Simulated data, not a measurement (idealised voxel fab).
process module | voxel spacer lines
cross-section cut | 280 nm wide | cells 5 nm
A cross-section is a grid of square cells, given in bands from the top down. A band is one or more rows of cells.
Each band's line starts with the height of the band's top and of its bottom, in nm. Then come its materials from left to right, each with its width in nm. One material with "throughout" fills the band from edge to edge. "air" is empty space.
Height 0 is the level under which the wafer as received is all one material. The lowest band goes on downwards, as in "0 down".
A width such as "30 to 40" changes by the same amount from each row of cells to the next, from the band's top row to its bottom row.
"no change" after a step means that no cell of the cross-section changed.
closed voids: empty space of 8 cells or more with no open way to the top, each as width x height at its distance from the left edge, in nm
after a step's settings: what the simulator itself notes on the step
overlay nm, on a step with a mask: how far to the right of its planned place the mask lay; to the left if negative
plan
1 op RECEIVE | material Si
2 op CONFORMAL_DEP | material SiO2 | thk nm 5
3 op DIRECTIONAL_DEP | material TiN | thk nm 10
4 op DIRECTIONAL_DEP | material polySi | thk nm 25
5 op PATTERN | tone cover | mask id MANDREL | material resist | width nm 15 | pitch nm 50 | thk nm 30 | overlay nm 0
6 op DIRECTIONAL_ETCH | etch materials polySi | depth nm 25
7 op STRIP | etch materials resist
8 op CONFORMAL_DEP | material SiN | thk nm 10
9 op DIRECTIONAL_ETCH | etch materials SiN | depth nm 10
10 op STRIP | etch materials polySi
11 op DIRECTIONAL_ETCH | etch materials TiN | depth nm 10
12 op STRIP | etch materials SiN
as received, after step 1
  0 down: Si throughout
  closed voids: none
first wafer at the end, as planned
  15 to 5: air 70 | TiN 10 | air 15 | TiN 10 | air 15 | TiN 10 | air 15 | TiN 10 | air 15 | TiN 10 | air 15 | TiN 10 | air 75
  5 to 0: SiO2 throughout
  0 down: Si throughout
  closed voids: none
second wafer at the end: like start, like plan, one mistake
  15 to 5: air 80 | TiN 15 | air 35 | TiN 15 | air 35 | TiN 15 | air 85
  5 to 0: SiO2 throughout
  0 down: Si throughout
  closed voids: none
what went wrong: step 5 ran as: op PATTERN | tone open | mask id MANDREL | material resist | width nm 15 | pitch nm 50 | thk nm 30 | overlay nm 0
at the end the second wafer has, in cells: 6 fewer of TiN
